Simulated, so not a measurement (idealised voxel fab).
process module | voxel fin reveal
In the cross-section labelled cut, the width is 165 nm and each square cell is 5 nm.
Cross-section spec: square-cell grid; bands listed top down; each band is one or more rows.
First you get the band's top height and its bottom height, in nm, and then the materials it's made of, left to right, with each width in nm. If you see a single material with "everywhere", that one covers the band edge to edge. "empty" is empty space.
Heads up on the height convention: 0 is the point under which the incoming wafer is all one material, and the lowest band has no bottom, it just keeps going down, like "0 -> down".
It should be noted that a width expressed as "30 to 40" varies in equal increments from row to row of cells within the band, taking the value of the first number at the top row and that of the second number at the bottom row.
For the purposes of this document, the phrase "nothing got changed" attached to a step denotes that no cell within the cross-section was modified by that step.
Each empty space that has no open way to the top and spans at least 8 cells appears under "Sealed void list" as width x height at distance, the distance counted from the left edge, all in nm.
Step line, after settings: the simulator's comment on this step.
overlay nm: where the mask lay relative to plan, measured to the right, on steps with a mask; negatives go left.

List of planned process steps
1,RECEIVE: material Si
2,CONFORMAL_DEP: material SiN, thk nm 5
3,PATTERN: tone cover, mask id FINS, material resist, width nm 15, pitch nm 35, thk nm 20, overlay nm 0
4,DIRECTIONAL_ETCH: etch materials SiN, depth nm 5
5,DIRECTIONAL_ETCH: etch materials Si, depth nm 30
6,STRIP: etch materials resist
7,OXIDIZE: depth nm 5
8,FILL_DEP: material SiO2, thk nm 5
9,CMP: height nm 5
10,SELECTIVE_ETCH: etch materials SiO2, depth nm 20
11,STRIP: etch materials SiN
12,CONFORMAL_DEP: material HfO2, thk nm 5

The cross-section here shows the wafer as received, i.e. in its state after step 1
0 -> down  Si everywhere
Sealed void list: none

Run as planned - first of the two wafers cross-sectioned at the end of the module
5 -> 0  20 of empty  15 of HfO2  20 of empty  15 of HfO2  20 of empty  15 of HfO2  20 of empty  15 of HfO2  25 of empty
0 -> -10  20 of empty  5 of HfO2  5 of Si  5 of HfO2  20 of empty  5 of HfO2  5 of Si  5 of HfO2  20 of empty  5 of HfO2  5 of Si  5 of HfO2  20 of empty  5 of HfO2  5 of Si  5 of HfO2  25 of empty
-10 -> -15  25 of HfO2  5 of Si  30 of HfO2  5 of Si  30 of HfO2  5 of Si  30 of HfO2  5 of Si  30 of HfO2
-15 -> -35  25 of SiO2  5 of Si  30 of SiO2  5 of Si  30 of SiO2  5 of Si  30 of SiO2  5 of Si  30 of SiO2
-35 -> down  Si everywhere
Sealed void list: none

Cross-sectional image of the second wafer of the two following completion of the module. Starting state and process plan were the same as for the first wafer; one execution error occurred
5 -> 0  20 of empty  20 of HfO2  15 of empty  20 of HfO2  15 of empty  20 of HfO2  15 of empty  20 of HfO2  20 of empty
0 -> -10  20 of empty  5 of HfO2  10 of Si  5 of HfO2  15 of empty  5 of HfO2  10 of Si  5 of HfO2  15 of empty  5 of HfO2  10 of Si  5 of HfO2  15 of empty  5 of HfO2  10 of Si  5 of HfO2  20 of empty
-10 -> -15  25 of HfO2  10 of Si  25 of HfO2  10 of Si  25 of HfO2  10 of Si  25 of HfO2  10 of Si  25 of HfO2
-15 -> -35  25 of SiO2  10 of Si  25 of SiO2  10 of Si  25 of SiO2  10 of Si  25 of SiO2  10 of Si  25 of SiO2
-35 -> down  Si everywhere
Sealed void list: none
The mistake made against the process plan was this: step 3: run off-plan, actual operation and settings PATTERN: tone cover, mask id FINS, material resist, width nm 20, pitch nm 35, thk nm 20, overlay nm 0
Final comparison by cell count, materials where the second wafer has more or fewer than the first: 28 more of Si, 16 fewer of SiO2
